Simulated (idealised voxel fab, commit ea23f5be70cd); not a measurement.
Proc. module: voxel transistor to metal
Xsec cut, 205 nm wide, square cell size 5 nm.
Cross-section format: a grid of square cells, given as bands from top to bottom; each band is one or more rows of cells. Read a band's entry like this: the first values are the height of its top and the height of its bottom in nm, and what follows is the sequence of materials from left to right, each with its width in nm. Note that "air" is empty space, and that a single material marked "full width" reaches across the band from edge to edge. The level at which height equals 0 is the one under which the wafer, as it arrives, is entirely one material. No lower edge exists for the bottom band, which continues downward and is notated as in "0..down". The two numbers in a width such as "30->40" mark its ends across the band: the first belongs to the top row of cells, the second to the bottom row, and from each row to the next the width moves by the same amount. Step marked "nothing altered"? Then no cell in the cross-section changed in it. "Fully sealed voids" enumerates empty spaces isolated from the top, with no open way to it, that contain at least 8 cells, giving each as width x height at distance from the left edge, all three in nm. On each step's line, the part that comes after the settings is the simulator's own comment on the step. When a step includes a mask, the "overlay nm" setting on its line states how far to the right of its planned place that mask lay, and negative values state how far to the left.
-- The steps planned for the process are as follows
1: RECEIVE, material Si
2: CONFORMAL_DEP, material SiO2, thk nm 5
3: CONFORMAL_DEP, material SiN, thk nm 15
4: DIRECTIONAL_DEP, material aC, thk nm 15
5: PATTERN, tone cover, mask id ACTIVE, material resist, width nm 115, thk nm 35, overlay nm 0
6: DIRECTIONAL_ETCH, etch materials aC, depth nm 15
7: STRIP, etch materials resist
8: DIRECTIONAL_ETCH, etch materials SiN, depth nm 15
9: DIRECTIONAL_ETCH, etch materials SiO2, depth nm 5
10: DIRECTIONAL_ETCH, etch materials Si, depth nm 30
11: STRIP, etch materials aC
12: OXIDIZE, depth nm 5
13: FILL_DEP, material SiO2, thk nm 5
14: CMP, height nm 20
15: SELECTIVE_ETCH, etch materials SiO2, depth nm 15
16: STRIP, etch materials SiN
17: SELECTIVE_ETCH, etch materials SiO2, depth nm 5
18: OXIDIZE, depth nm 5
19: DIRECTIONAL_DEP, material polySi, thk nm 20
20: DIRECTIONAL_DEP, material SiCN, thk nm 15
21: PATTERN, tone cover, mask id GATE, material resist, width nm 25, thk nm 20, overlay nm 0
22: DIRECTIONAL_ETCH, etch materials SiCN, depth nm 25
23: DIRECTIONAL_ETCH, etch materials polySi, depth nm 30
24: STRIP, etch materials resist
25: CONFORMAL_DEP, material SiO2, thk nm 5
26: DIRECTIONAL_ETCH, etch materials SiO2, depth nm 5
27: CONFORMAL_DEP, material SiN, thk nm 5
28: DIRECTIONAL_ETCH, etch materials SiN, depth nm 5
29: DIRECTIONAL_ETCH, etch materials SiO2, depth nm 5
30: DIRECTIONAL_ETCH, etch materials Si, depth nm 10
31: EPI, material pSi, thk nm 15
32: FILL_DEP, material SiO2, thk nm 5
33: CMP, height nm 35
34: DIRECTIONAL_DEP, material SiO2, thk nm 15
35: PATTERN, tone open, mask id CONTACT, material resist, width nm 20, pitch nm 75, thk nm 20, overlay nm 0
36: DIRECTIONAL_ETCH, etch materials SiO2, depth nm 50
37: STRIP, etch materials resist
38: CONFORMAL_DEP, material TiN, thk nm 5
39: FILL_DEP, material Ru, thk nm 5
40: CMP, height nm 50
41: CONFORMAL_DEP, material SiN, thk nm 5
42: DIRECTIONAL_DEP, material lowk, thk nm 15
43: PATTERN, tone open, mask id METAL_1, material resist, width nm 20, pitch nm 75, thk nm 15, overlay nm 0
44: DIRECTIONAL_ETCH, etch materials lowk, depth nm 15
45: DIRECTIONAL_ETCH, etch materials SiN, depth nm 5
46: STRIP, etch materials resist
47: CONFORMAL_DEP, material TiN, thk nm 5
48: FILL_DEP, material W, thk nm 5
49: CMP, height nm 70
50: CONFORMAL_DEP, material SiN, thk nm 5
-- First of two wafers, processed according to plan
-- Cross-section of the incoming wafer, state after step 1
0..down = Si full width
Fully sealed voids: none
-- After step 2: wafer cross-section
5..0 = SiO2 full width
For the remainder of the cross-section, below 0, there is no change.
-- After step 3: wafer cross-section
20..5 = SiN full width
For the remainder of the cross-section, below 5, there is no change.
-- After step 4: wafer cross-section
35..20 = aC full width
For the remainder of the cross-section, below 20, there is no change.
-- After step 5: wafer cross-section
70..35 = air (45) / resist (115) / air (45)
For the remainder of the cross-section, below 35, there is no change.
-- After step 6: wafer cross-section
55..35 = air (45) / resist (115) / air (45)
35..20 = air (45) / aC (115) / air (45)
For the remainder of the cross-section, below 20, there is no change.
-- After step 7: wafer cross-section
35..20 = air (45) / aC (115) / air (45)
For the remainder of the cross-section, below 20, there is no change.
-- After step 8: wafer cross-section
35..20 = air (45) / aC (115) / air (45)
20..5 = air (45) / SiN (115) / air (45)
For the remainder of the cross-section, below 5, there is no change.
-- After step 9: wafer cross-section
35..20 = air (45) / aC (115) / air (45)
20..5 = air (45) / SiN (115) / air (45)
5..0 = air (45) / SiO2 (115) / air (45)
For the remainder of the cross-section, below 0, there is no change.
-- After step 10: wafer cross-section
35..20 = air (45) / aC (115) / air (45)
20..5 = air (45) / SiN (115) / air (45)
5..0 = air (45) / SiO2 (115) / air (45)
0..-30 = air (45) / Si (115) / air (45)
For the remainder of the cross-section, below -30, there is no change.
-- After step 11: wafer cross-section
20..5 = air (45) / SiN (115) / air (45)
For the remainder of the cross-section, below 5, there is no change.
-- After step 12: wafer cross-section
20..5 = air (45) / SiN (115) / air (45)
5..0 = air (45) / SiO2 (115) / air (45)
0..-30 = air (45) / SiO2 (5) / Si (105) / SiO2 (5) / air (45)
-30..-35 = SiO2 (50) / Si (105) / SiO2 (50)
For the remainder of the cross-section, below -35, there is no change.
-- After step 13: wafer cross-section
25..20 = SiO2 full width
20..5 = SiO2 (45) / SiN (115) / SiO2 (45)
5..0 = SiO2 full width
0..-35 = SiO2 (50) / Si (105) / SiO2 (50)
For the remainder of the cross-section, below -35, there is no change.
-- After step 14: wafer cross-section
20..5 = SiO2 (45) / SiN (115) / SiO2 (45)
For the remainder of the cross-section, below 5, there is no change.
-- After step 15: wafer cross-section
20..5 = air (45) / SiN (115) / air (45)
For the remainder of the cross-section, below 5, there is no change.
-- After step 16: wafer cross-section
5..0 = SiO2 full width
For the remainder of the cross-section, below 0, there is no change.
-- After step 17: wafer cross-section
0..-35 = SiO2 (50) / Si (105) / SiO2 (50)
For the remainder of the cross-section, below -35, there is no change.
-- After step 18: wafer cross-section
0..-5 = SiO2 full width
For the remainder of the cross-section, below -5, there is no change.
-- After step 19: wafer cross-section
20..0 = polySi full width
For the remainder of the cross-section, below 0, there is no change.
-- After step 20: wafer cross-section
35..20 = SiCN full width
For the remainder of the cross-section, below 20, there is no change.
-- After step 21: wafer cross-section
55..35 = air (90) / resist (25) / air (90)
For the remainder of the cross-section, below 35, there is no change.
-- After step 22: wafer cross-section
55..35 = air (90) / resist (25) / air (90)
35..20 = air (90) / SiCN (25) / air (90)
For the remainder of the cross-section, below 20, there is no change.
-- After step 23: wafer cross-section
55..35 = air (90) / resist (25) / air (90)
35..20 = air (90) / SiCN (25) / air (90)
20..0 = air (90) / polySi (25) / air (90)
For the remainder of the cross-section, below 0, there is no change.
-- After step 24: wafer cross-section
35..20 = air (90) / SiCN (25) / air (90)
For the remainder of the cross-section, below 20, there is no change.
-- After step 25: wafer cross-section
40..35 = air (85) / SiO2 (35) / air (85)
35..20 = air (85) / SiO2 (5) / SiCN (25) / SiO2 (5) / air (85)
20..5 = air (85) / SiO2 (5) / polySi (25) / SiO2 (5) / air (85)
5..0 = SiO2 (90) / polySi (25) / SiO2 (90)
For the remainder of the cross-section, below 0, there is no change.
-- After step 26: wafer cross-section
35..20 = air (85) / SiO2 (5) / SiCN (25) / SiO2 (5) / air (85)
20..0 = air (85) / SiO2 (5) / polySi (25) / SiO2 (5) / air (85)
For the remainder of the cross-section, below 0, there is no change.
-- After step 27: wafer cross-section
40..35 = air (80) / SiN (45) / air (80)
35..20 = air (80) / SiN (5) / SiO2 (5) / SiCN (25) / SiO2 (5) / SiN (5) / air (80)
20..5 = air (80) / SiN (5) / SiO2 (5) / polySi (25) / SiO2 (5) / SiN (5) / air (80)
5..0 = SiN (85) / SiO2 (5) / polySi (25) / SiO2 (5) / SiN (85)
For the remainder of the cross-section, below 0, there is no change.
-- After step 28: wafer cross-section
35..20 = air (80) / SiN (5) / SiO2 (5) / SiCN (25) / SiO2 (5) / SiN (5) / air (80)
20..0 = air (80) / SiN (5) / SiO2 (5) / polySi (25) / SiO2 (5) / SiN (5) / air (80)
For the remainder of the cross-section, below 0, there is no change.
-- After step 29: wafer cross-section
35..30 = air (80) / SiN (5) / air (5) / SiCN (25) / air (5) / SiN (5) / air (80)
30..20 = air (80) / SiN (5) / SiO2 (5) / SiCN (25) / SiO2 (5) / SiN (5) / air (80)
20..0 = air (80) / SiN (5) / SiO2 (5) / polySi (25) / SiO2 (5) / SiN (5) / air (80)
0..-5 = air (80) / SiO2 (45) / air (80)
For the remainder of the cross-section, below -5, there is no change.
-- After step 30: wafer cross-section
35..30 = air (80) / SiN (5) / air (5) / SiCN (25) / air (5) / SiN (5) / air (80)
30..20 = air (80) / SiN (5) / SiO2 (5) / SiCN (25) / SiO2 (5) / SiN (5) / air (80)
20..0 = air (80) / SiN (5) / SiO2 (5) / polySi (25) / SiO2 (5) / SiN (5) / air (80)
0..-5 = air (80) / SiO2 (45) / air (80)
-5..-15 = SiO2 (50) / air (30) / Si (45) / air (30) / SiO2 (50)
For the remainder of the cross-section, below -15, there is no change.
-- After step 31: wafer cross-section
35..30 = air (80) / SiN (5) / air (5) / SiCN (25) / air (5) / SiN (5) / air (80)
30..20 = air (80) / SiN (5) / SiO2 (5) / SiCN (25) / SiO2 (5) / SiN (5) / air (80)
20..10 = air (80) / SiN (5) / SiO2 (5) / polySi (25) / SiO2 (5) / SiN (5) / air (80)
10..0 = air (65) / pSi (15) / SiN (5) / SiO2 (5) / polySi (25) / SiO2 (5) / SiN (5) / pSi (15) / air (65)
0..-5 = air (45) / pSi (35) / SiO2 (45) / pSi (35) / air (45)
-5..-15 = SiO2 (50) / pSi (30) / Si (45) / pSi (30) / SiO2 (50)
For the remainder of the cross-section, below -15, there is no change.
-- After step 32: wafer cross-section
40..35 = SiO2 full width
35..20 = SiO2 (80) / SiN (5) / SiO2 (5) / SiCN (25) / SiO2 (5) / SiN (5) / SiO2 (80)
20..10 = SiO2 (80) / SiN (5) / SiO2 (5) / polySi (25) / SiO2 (5) / SiN (5) / SiO2 (80)
10..0 = SiO2 (65) / pSi (15) / SiN (5) / SiO2 (5) / polySi (25) / SiO2 (5) / SiN (5) / pSi (15) / SiO2 (65)
0..-5 = SiO2 (45) / pSi (35) / SiO2 (45) / pSi (35) / SiO2 (45)
For the remainder of the cross-section, below -5, there is no change.
-- After step 33: wafer cross-section
35..20 = SiO2 (80) / SiN (5) / SiO2 (5) / SiCN (25) / SiO2 (5) / SiN (5) / SiO2 (80)
For the remainder of the cross-section, below 20, there is no change.
-- After step 34: wafer cross-section
50..35 = SiO2 full width
For the remainder of the cross-section, below 35, there is no change.
-- After step 35: wafer cross-section
70..50 = resist (55) / air (20) / resist (55) / air (20) / resist (55)
For the remainder of the cross-section, below 50, there is no change.
-- After step 36: wafer cross-section
70..50 = resist (55) / air (20) / resist (55) / air (20) / resist (55)
50..35 = SiO2 (55) / air (20) / SiO2 (55) / air (20) / SiO2 (55)
35..20 = SiO2 (55) / air (20) / SiO2 (5) / SiN (5) / SiO2 (5) / SiCN (25) / SiO2 (5) / SiN (5) / SiO2 (5) / air (20) / SiO2 (55)
20..10 = SiO2 (55) / air (20) / SiO2 (5) / SiN (5) / SiO2 (5) / polySi (25) / SiO2 (5) / SiN (5) / SiO2 (5) / air (20) / SiO2 (55)
10..0 = SiO2 (55) / air (10) / pSi (15) / SiN (5) / SiO2 (5) / polySi (25) / SiO2 (5) / SiN (5) / pSi (15) / air (10) / SiO2 (55)
For the remainder of the cross-section, below 0, there is no change.
-- After step 37: wafer cross-section
50..35 = SiO2 (55) / air (20) / SiO2 (55) / air (20) / SiO2 (55)
For the remainder of the cross-section, below 35, there is no change.
-- After step 38: wafer cross-section
55..50 = TiN (60) / air (10) / TiN (65) / air (10) / TiN (60)
50..35 = SiO2 (55) / TiN (5) / air (10) / TiN (5) / SiO2 (55) / TiN (5) / air (10) / TiN (5) / SiO2 (55)
35..20 = SiO2 (55) / TiN (5) / air (10) / TiN (5) / SiO2 (5) / SiN (5) / SiO2 (5) / SiCN (25) / SiO2 (5) / SiN (5) / SiO2 (5) / TiN (5) / air (10) / TiN (5) / SiO2 (55)
20..15 = SiO2 (55) / TiN (5) / air (10) / TiN (5) / SiO2 (5) / SiN (5) / SiO2 (5) / polySi (25) / SiO2 (5) / SiN (5) / SiO2 (5) / TiN (5) / air (10) / TiN (5) / SiO2 (55)
15..10 = SiO2 (55) / TiN (20) / SiO2 (5) / SiN (5) / SiO2 (5) / polySi (25) / SiO2 (5) / SiN (5) / SiO2 (5) / TiN (20) / SiO2 (55)
10..0 = SiO2 (55) / TiN (10) / pSi (15) / SiN (5) / SiO2 (5) / polySi (25) / SiO2 (5) / SiN (5) / pSi (15) / TiN (10) / SiO2 (55)
For the remainder of the cross-section, below 0, there is no change.
-- After step 39: wafer cross-section
60..55 = Ru full width
55..50 = TiN (60) / Ru (10) / TiN (65) / Ru (10) / TiN (60)
50..35 = SiO2 (55) / TiN (5) / Ru (10) / TiN (5) / SiO2 (55) / TiN (5) / Ru (10) / TiN (5) / SiO2 (55)
35..20 = SiO2 (55) / TiN (5) / Ru (10) / TiN (5) / SiO2 (5) / SiN (5) / SiO2 (5) / SiCN (25) / SiO2 (5) / SiN (5) / SiO2 (5) / TiN (5) / Ru (10) / TiN (5) / SiO2 (55)
20..15 = SiO2 (55) / TiN (5) / Ru (10) / TiN (5) / SiO2 (5) / SiN (5) / SiO2 (5) / polySi (25) / SiO2 (5) / SiN (5) / SiO2 (5) / TiN (5) / Ru (10) / TiN (5) / SiO2 (55)
For the remainder of the cross-section, below 15, there is no change.
-- After step 40: wafer cross-section
50..35 = SiO2 (55) / TiN (5) / Ru (10) / TiN (5) / SiO2 (55) / TiN (5) / Ru (10) / TiN (5) / SiO2 (55)
For the remainder of the cross-section, below 35, there is no change.
-- After step 41: wafer cross-section
55..50 = SiN full width
For the remainder of the cross-section, below 50, there is no change.
-- After step 42: wafer cross-section
70..55 = lowk full width
For the remainder of the cross-section, below 55, there is no change.
-- After step 43: wafer cross-section
85..70 = resist (55) / air (20) / resist (55) / air (20) / resist (55)
For the remainder of the cross-section, below 70, there is no change.
-- After step 44: wafer cross-section
85..70 = resist (55) / air (20) / resist (55) / air (20) / resist (55)
70..55 = lowk (55) / air (20) / lowk (55) / air (20) / lowk (55)
For the remainder of the cross-section, below 55, there is no change.
-- After step 45: wafer cross-section
85..70 = resist (55) / air (20) / resist (55) / air (20) / resist (55)
70..55 = lowk (55) / air (20) / lowk (55) / air (20) / lowk (55)
55..50 = SiN (55) / air (20) / SiN (55) / air (20) / SiN (55)
For the remainder of the cross-section, below 50, there is no change.
-- After step 46: wafer cross-section
70..55 = lowk (55) / air (20) / lowk (55) / air (20) / lowk (55)
For the remainder of the cross-section, below 55, there is no change.
-- After step 47: wafer cross-section
75..70 = TiN (60) / air (10) / TiN (65) / air (10) / TiN (60)
70..55 = lowk (55) / TiN (5) / air (10) / TiN (5) / lowk (55) / TiN (5) / air (10) / TiN (5) / lowk (55)
55..50 = SiN (55) / TiN (20) / SiN (55) / TiN (20) / SiN (55)
For the remainder of the cross-section, below 50, there is no change.
-- After step 48: wafer cross-section
80..75 = W full width
75..70 = TiN (60) / W (10) / TiN (65) / W (10) / TiN (60)
70..55 = lowk (55) / TiN (5) / W (10) / TiN (5) / lowk (55) / TiN (5) / W (10) / TiN (5) / lowk (55)
For the remainder of the cross-section, below 55, there is no change.
-- After step 49: wafer cross-section
70..55 = lowk (55) / TiN (5) / W (10) / TiN (5) / lowk (55) / TiN (5) / W (10) / TiN (5) / lowk (55)
For the remainder of the cross-section, below 55, there is no change.
-- After step 50: wafer cross-section
75..70 = SiN full width
For the remainder of the cross-section, below 70, there is no change.
-- Second wafer, same starting state and plan as the first, one mistake in the run, identical through step 41
-- X-section, second wafer, when step 42 was due to finish
70..55 = TiN full width
For the remainder of the cross-section, below 55, there is no change.
-- X-section, second wafer, when step 43 was due to finish
85..70 = resist (55) / air (20) / resist (55) / air (20) / resist (55)
For the remainder of the cross-section, below 70, there is no change.
X-section, second wafer, when step 44 was due to finish: nothing altered
X-section, second wafer, when step 45 was due to finish: nothing altered
-- X-section, second wafer, when step 46 was due to finish
70..55 = TiN full width
For the remainder of the cross-section, below 55, there is no change.
-- X-section, second wafer, when step 47 was due to finish
75..55 = TiN full width
For the remainder of the cross-section, below 55, there is no change.
-- X-section, second wafer, when step 48 was due to finish
80..75 = W full width
For the remainder of the cross-section, below 75, there is no change.
-- X-section, second wafer, when step 49 was due to finish
70..55 = TiN full width
For the remainder of the cross-section, below 55, there is no change.
-- X-section, second wafer, when step 50 was due to finish
75..70 = SiN full width
For the remainder of the cross-section, below 70, there is no change.
Deviation noted in wafer processing: step 42 was not run as planned; what actually ran was DIRECTIONAL_DEP, material TiN, thk nm 15
Materials where the second wafer ends with more or fewer cells than the first: 8 more of SiN; 103 more of TiN; 12 fewer of W; 99 fewer of lowk
